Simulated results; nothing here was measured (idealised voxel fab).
Module name: voxel trench capacitor (process module)
Pictured: cross-section cut, 285 nm wide, on a grid of 5 nm square cells.
In this document a cross-section is written as a grid of square cells. It is given as a series of bands, listed from the top down, and a band is one or more rows of cells. Top, bottom (nm), then materials left to right with widths (nm); lone material tagged "throughout" fills the whole band edge to edge; "empty" = empty space. The reference from which all heights are counted is 0, the level beneath which the as-received wafer is entirely one material; the lowest band, having no lower bound, proceeds downward and is written after the example "0 nm and below". You'd read "30->40" like this: the band's top row of cells is as wide as the first number, its bottom row is as wide as the second, and going down, every row changes width by the same amount as the row before did. A step reported as "no change" is a step in which no cell of the cross-section changed. So "Closed internal voids" is basically the list of trapped voids: any empty space of 8 cells or more that can't reach the top through an opening. They're written width x height at distance, the distance being from the left edge, and it's all nm. Where a step's line continues beyond its settings, the continuation is a remark by the simulator itself on that step. overlay nm: where the mask lay relative to plan, measured to the right, on steps with a mask; negatives go left.
### Set out below are the planned steps of the process
1. RECEIVE, material Si
2. CONFORMAL_DEP, material SiN, thk nm 10
3. DIRECTIONAL_DEP, material aC, thk nm 10
4. PATTERN, tone open, mask id TRENCH, material resist, width nm 25, pitch nm 50, thk nm 30, overlay nm 0
5. DIRECTIONAL_ETCH, etch materials aC, depth nm 10
6. STRIP, etch materials resist
7. DIRECTIONAL_ETCH, etch materials SiN, depth nm 10
8. DIRECTIONAL_ETCH, etch materials Si, depth nm 30
9. STRIP, etch materials aC
10. CONFORMAL_DEP, material SiO2, thk nm 5
11. FILL_DEP, material polySi, thk nm 10
12. CMP, height nm 10
### Cross-section of the wafer as it came to us, i.e., already through step 1
0 nm and below  Si throughout
Closed internal voids: none
### Result of the module, cross-sectioned: start per above, plan per above, one error in how it was run
15 nm to 10 nm  SiO2 110 / polySi 15 / SiO2 35 / polySi 15 / SiO2 110
10 nm to 0 nm  SiN 105 / SiO2 5 / polySi 15 / SiO2 5 / SiN 25 / SiO2 5 / polySi 15 / SiO2 5 / SiN 105
0 nm to -25 nm  Si 105 / SiO2 5 / polySi 15 / SiO2 5 / Si 25 / SiO2 5 / polySi 15 / SiO2 5 / Si 105
-25 nm to -30 nm  Si 105 / SiO2 25 / Si 25 / SiO2 25 / Si 105
-30 nm and below  Si throughout
Closed internal voids: none
Processing error: step 12 did not happen as planned, as run it was CMP, height nm 15
